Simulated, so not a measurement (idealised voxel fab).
Presented below is a process module, voxel self aligned vias.
The width of the displayed cross-section, cut, is 155 nm; its cells are square, with a size of 5 nm.
Bands, listed from the top down, are how a cross-section gets written in this document; the cross-section itself is a grid of square cells, and a band is one or more rows of them. Within each band entry, the heights of the top and of the bottom of the band appear first, in that order and in nm; the materials of the band then follow from left to right, each with its corresponding width in nm. The designation "everywhere" on a single material indicates that it fills the band from edge to edge; the designation "empty" indicates empty space. Measure heights from 0. That's the level where, below it, the as-received wafer is all one material. The lowest band is bottomless and extends downward; write it as in "0 -> down". Width "30 to 40": first value at the band's top row of cells, second value at its bottom row, equal change from row to row. Basically "no alteration" means that step didn't change any cell in the cross-section. "Closed cavity list" contains a list of empty spaces, each no smaller than 8 cells and without an open way to the top, written in the form width x height at distance with the distance from the left edge and all three in nm. Formally, on a step line, whatever follows the settings is a remark that the simulator itself makes on the step. overlay nm: how far to the right of its planned place the mask lay on this masked step (negative: to the left).

BELOW IS THE LIST OF PLANNED PROCESS STEPS
1 RECEIVE with material Si
2 CONFORMAL_DEP with material SiO2, thk nm 10
3 CONFORMAL_DEP with material SiCN, thk nm 5
4 DIRECTIONAL_DEP with material lowk, thk nm 25
5 DIRECTIONAL_DEP with material aC, thk nm 15
6 PATTERN with tone open, mask id LINES, material resist, width nm 20, pitch nm 70, thk nm 35, overlay nm 0
7 DIRECTIONAL_ETCH with etch materials aC, depth nm 15
8 STRIP with etch materials resist
9 DIRECTIONAL_ETCH with etch materials lowk, depth nm 25
10 STRIP with etch materials aC
11 CONFORMAL_DEP with material TiN, thk nm 5
12 FILL_DEP with material Ru, thk nm 5
13 CMP with height nm 40
14 SELECTIVE_ETCH with etch materials W Ru TiN, depth nm 5
15 FILL_DEP with material SiN, thk nm 10
16 CMP with height nm 40
17 DIRECTIONAL_DEP with material lowk, thk nm 15
18 MASKED_ETCH with tone open, mask id VIAS, width nm 40, etch materials lowk, depth nm 15, overlay nm 0
19 MASKED_ETCH with tone open, mask id VIAS, width nm 40, etch materials SiN, depth nm 5, overlay nm 0
20 CONFORMAL_DEP with material TiN, thk nm 5
21 FILL_DEP with material Cu, thk nm 10
22 CMP with height nm 55
23 CONFORMAL_DEP with material SiN, thk nm 5

THE FIRST OF THE TWO WAFERS, WHICH RAN AS PLANNED

CROSS-SECTION: WAFER ON ARRIVAL = AFTER STEP 1
    0 -> down: Si everywhere
    Closed cavity list: none

STEP 2 COMPLETE: CROSS-SECTION THROUGH THE WAFER
    10 -> 0: SiO2 everywhere
    Below 0 it's all the same as before, nothing changed down there.

STEP 3 COMPLETE: CROSS-SECTION THROUGH THE WAFER
    15 -> 10: SiCN everywhere
    Below 10 it's all the same as before, nothing changed down there.

STEP 4 COMPLETE: CROSS-SECTION THROUGH THE WAFER
    40 -> 15: lowk everywhere
    Below 15 it's all the same as before, nothing changed down there.

STEP 5 COMPLETE: CROSS-SECTION THROUGH THE WAFER
    55 -> 40: aC everywhere
    Below 40 it's all the same as before, nothing changed down there.

STEP 6 COMPLETE: CROSS-SECTION THROUGH THE WAFER
    90 -> 55: 30 nm resist / 20 nm empty / 50 nm resist / 20 nm empty / 35 nm resist
    Below 55 it's all the same as before, nothing changed down there.

STEP 7 COMPLETE: CROSS-SECTION THROUGH THE WAFER
    75 -> 55: 30 nm resist / 20 nm empty / 50 nm resist / 20 nm empty / 35 nm resist
    55 -> 40: 30 nm aC / 20 nm empty / 50 nm aC / 20 nm empty / 35 nm aC
    Below 40 it's all the same as before, nothing changed down there.

STEP 8 COMPLETE: CROSS-SECTION THROUGH THE WAFER
    55 -> 40: 30 nm aC / 20 nm empty / 50 nm aC / 20 nm empty / 35 nm aC
    Below 40 it's all the same as before, nothing changed down there.

STEP 9 COMPLETE: CROSS-SECTION THROUGH THE WAFER
    55 -> 40: 30 nm aC / 20 nm empty / 50 nm aC / 20 nm empty / 35 nm aC
    40 -> 15: 30 nm lowk / 20 nm empty / 50 nm lowk / 20 nm empty / 35 nm lowk
    Below 15 it's all the same as before, nothing changed down there.

STEP 10 COMPLETE: CROSS-SECTION THROUGH THE WAFER
    40 -> 15: 30 nm lowk / 20 nm empty / 50 nm lowk / 20 nm empty / 35 nm lowk
    Below 15 it's all the same as before, nothing changed down there.

STEP 11 COMPLETE: CROSS-SECTION THROUGH THE WAFER
    45 -> 40: 35 nm TiN / 10 nm empty / 60 nm TiN / 10 nm empty / 40 nm TiN
    40 -> 20: 30 nm lowk / 5 nm TiN / 10 nm empty / 5 nm TiN / 50 nm lowk / 5 nm TiN / 10 nm empty / 5 nm TiN / 35 nm lowk
    20 -> 15: 30 nm lowk / 20 nm TiN / 50 nm lowk / 20 nm TiN / 35 nm lowk
    Below 15 it's all the same as before, nothing changed down there.

STEP 12 COMPLETE: CROSS-SECTION THROUGH THE WAFER
    50 -> 45: Ru everywhere
    45 -> 40: 35 nm TiN / 10 nm Ru / 60 nm TiN / 10 nm Ru / 40 nm TiN
    40 -> 20: 30 nm lowk / 5 nm TiN / 10 nm Ru / 5 nm TiN / 50 nm lowk / 5 nm TiN / 10 nm Ru / 5 nm TiN / 35 nm lowk
    Below 20 it's all the same as before, nothing changed down there.

STEP 13 COMPLETE: CROSS-SECTION THROUGH THE WAFER
    40 -> 20: 30 nm lowk / 5 nm TiN / 10 nm Ru / 5 nm TiN / 50 nm lowk / 5 nm TiN / 10 nm Ru / 5 nm TiN / 35 nm lowk
    Below 20 it's all the same as before, nothing changed down there.

STEP 14 COMPLETE: CROSS-SECTION THROUGH THE WAFER
    40 -> 35: 30 nm lowk / 20 nm empty / 50 nm lowk / 20 nm empty / 35 nm lowk
    Below 35 it's all the same as before, nothing changed down there.

STEP 15 COMPLETE: CROSS-SECTION THROUGH THE WAFER
    50 -> 40: SiN everywhere
    40 -> 35: 30 nm lowk / 20 nm SiN / 50 nm lowk / 20 nm SiN / 35 nm lowk
    Below 35 it's all the same as before, nothing changed down there.

STEP 16 COMPLETE: CROSS-SECTION THROUGH THE WAFER
    40 -> 35: 30 nm lowk / 20 nm SiN / 50 nm lowk / 20 nm SiN / 35 nm lowk
    Below 35 it's all the same as before, nothing changed down there.

STEP 17 COMPLETE: CROSS-SECTION THROUGH THE WAFER
    55 -> 40: lowk everywhere
    Below 40 it's all the same as before, nothing changed down there.

STEP 18 COMPLETE: CROSS-SECTION THROUGH THE WAFER
    55 -> 40: 20 nm lowk / 40 nm empty / 95 nm lowk
    Below 40 it's all the same as before, nothing changed down there.

STEP 19 COMPLETE: CROSS-SECTION THROUGH THE WAFER
    55 -> 40: 20 nm lowk / 40 nm empty / 95 nm lowk
    40 -> 35: 30 nm lowk / 20 nm empty / 50 nm lowk / 20 nm SiN / 35 nm lowk
    Below 35 it's all the same as before, nothing changed down there.

STEP 20 COMPLETE: CROSS-SECTION THROUGH THE WAFER
    60 -> 55: 25 nm TiN / 30 nm empty / 100 nm TiN
    55 -> 45: 20 nm lowk / 5 nm TiN / 30 nm empty / 5 nm TiN / 95 nm lowk
    45 -> 40: 20 nm lowk / 15 nm TiN / 10 nm empty / 15 nm TiN / 95 nm lowk
    40 -> 35: 30 nm lowk / 20 nm TiN / 50 nm lowk / 20 nm SiN / 35 nm lowk
    Below 35 it's all the same as before, nothing changed down there.

STEP 21 COMPLETE: CROSS-SECTION THROUGH THE WAFER
    70 -> 60: Cu everywhere
    60 -> 55: 25 nm TiN / 30 nm Cu / 100 nm TiN
    55 -> 45: 20 nm lowk / 5 nm TiN / 30 nm Cu / 5 nm TiN / 95 nm lowk
    45 -> 40: 20 nm lowk / 15 nm TiN / 10 nm Cu / 15 nm TiN / 95 nm lowk
    Below 40 it's all the same as before, nothing changed down there.

STEP 22 COMPLETE: CROSS-SECTION THROUGH THE WAFER
    55 -> 45: 20 nm lowk / 5 nm TiN / 30 nm Cu / 5 nm TiN / 95 nm lowk
    Below 45 it's all the same as before, nothing changed down there.

STEP 23 COMPLETE: CROSS-SECTION THROUGH THE WAFER
    60 -> 55: SiN everywhere
    Below 55 it's all the same as before, nothing changed down there.

FOR THE SECOND WAFER, TAKE THE FIRST WAFER'S START AND PLAN, THEN ADD ONE MISTAKE MADE IN RUNNING IT; EVERYTHING THROUGH STEP 2, THAT STEP INCLUDED, IS SHARED WITH THE FIRST

CROSS-SECTION: SECOND WAFER, TIME AT WHICH STEP 3 WAS SCHEDULED TO END
    35 -> 10: lowk everywhere
    Below 10 it's all the same as before, nothing changed down there.

CROSS-SECTION: SECOND WAFER, TIME AT WHICH STEP 4 WAS SCHEDULED TO END
    40 -> 35: SiCN everywhere
    Below 35 it's all the same as before, nothing changed down there.

CROSS-SECTION: SECOND WAFER, TIME AT WHICH STEP 5 WAS SCHEDULED TO END
    55 -> 40: aC everywhere
    Below 40 it's all the same as before, nothing changed down there.

CROSS-SECTION: SECOND WAFER, TIME AT WHICH STEP 6 WAS SCHEDULED TO END
    90 -> 55: 30 nm resist / 20 nm empty / 50 nm resist / 20 nm empty / 35 nm resist
    Below 55 it's all the same as before, nothing changed down there.

CROSS-SECTION: SECOND WAFER, TIME AT WHICH STEP 7 WAS SCHEDULED TO END
    75 -> 55: 30 nm resist / 20 nm empty / 50 nm resist / 20 nm empty / 35 nm resist
    55 -> 40: 30 nm aC / 20 nm empty / 50 nm aC / 20 nm empty / 35 nm aC
    Below 40 it's all the same as before, nothing changed down there.

CROSS-SECTION: SECOND WAFER, TIME AT WHICH STEP 8 WAS SCHEDULED TO END
    55 -> 40: 30 nm aC / 20 nm empty / 50 nm aC / 20 nm empty / 35 nm aC
    Below 40 it's all the same as before, nothing changed down there.

Cross-section: second wafer, time at which step 9 was scheduled to end: no alteration

CROSS-SECTION: SECOND WAFER, TIME AT WHICH STEP 10 WAS SCHEDULED TO END
    40 -> 35: SiCN everywhere
    Below 35 it's all the same as before, nothing changed down there.

CROSS-SECTION: SECOND WAFER, TIME AT WHICH STEP 11 WAS SCHEDULED TO END
    45 -> 40: TiN everywhere
    Below 40 it's all the same as before, nothing changed down there.

CROSS-SECTION: SECOND WAFER, TIME AT WHICH STEP 12 WAS SCHEDULED TO END
    50 -> 45: Ru everywhere
    Below 45 it's all the same as before, nothing changed down there.

CROSS-SECTION: SECOND WAFER, TIME AT WHICH STEP 13 WAS SCHEDULED TO END
    40 -> 35: SiCN everywhere
    Below 35 it's all the same as before, nothing changed down there.

Cross-section: second wafer, time at which step 14 was scheduled to end: no alteration

CROSS-SECTION: SECOND WAFER, TIME AT WHICH STEP 15 WAS SCHEDULED TO END
    50 -> 40: SiN everywhere
    Below 40 it's all the same as before, nothing changed down there.

CROSS-SECTION: SECOND WAFER, TIME AT WHICH STEP 16 WAS SCHEDULED TO END
    40 -> 35: SiCN everywhere
    Below 35 it's all the same as before, nothing changed down there.

CROSS-SECTION: SECOND WAFER, TIME AT WHICH STEP 17 WAS SCHEDULED TO END
    55 -> 40: lowk everywhere
    Below 40 it's all the same as before, nothing changed down there.

CROSS-SECTION: SECOND WAFER, TIME AT WHICH STEP 18 WAS SCHEDULED TO END
    55 -> 40: 20 nm lowk / 40 nm empty / 95 nm lowk
    Below 40 it's all the same as before, nothing changed down there.

Cross-section: second wafer, time at which step 19 was scheduled to end: no alteration

CROSS-SECTION: SECOND WAFER, TIME AT WHICH STEP 20 WAS SCHEDULED TO END
    60 -> 55: 25 nm TiN / 30 nm empty / 100 nm TiN
    55 -> 45: 20 nm lowk / 5 nm TiN / 30 nm empty / 5 nm TiN / 95 nm lowk
    45 -> 40: 20 nm lowk / 40 nm TiN / 95 nm lowk
    Below 40 it's all the same as before, nothing changed down there.

CROSS-SECTION: SECOND WAFER, TIME AT WHICH STEP 21 WAS SCHEDULED TO END
    70 -> 60: Cu everywhere
    60 -> 55: 25 nm TiN / 30 nm Cu / 100 nm TiN
    55 -> 45: 20 nm lowk / 5 nm TiN / 30 nm Cu / 5 nm TiN / 95 nm lowk
    Below 45 it's all the same as before, nothing changed down there.

CROSS-SECTION: SECOND WAFER, TIME AT WHICH STEP 22 WAS SCHEDULED TO END
    55 -> 45: 20 nm lowk / 5 nm TiN / 30 nm Cu / 5 nm TiN / 95 nm lowk
    Below 45 it's all the same as before, nothing changed down there.

CROSS-SECTION: SECOND WAFER, TIME AT WHICH STEP 23 WAS SCHEDULED TO END
    60 -> 55: SiN everywhere
    Below 55 it's all the same as before, nothing changed down there.
What was done differently from what was planned? the intended sequence of steps 3 and 4 was reversed during processing, with each occupying the position of the other
Final cells, second wafer relative to first, materials higher or lower: -2 Cu | -12 Ru | -4 SiN | -22 TiN | +40 lowk
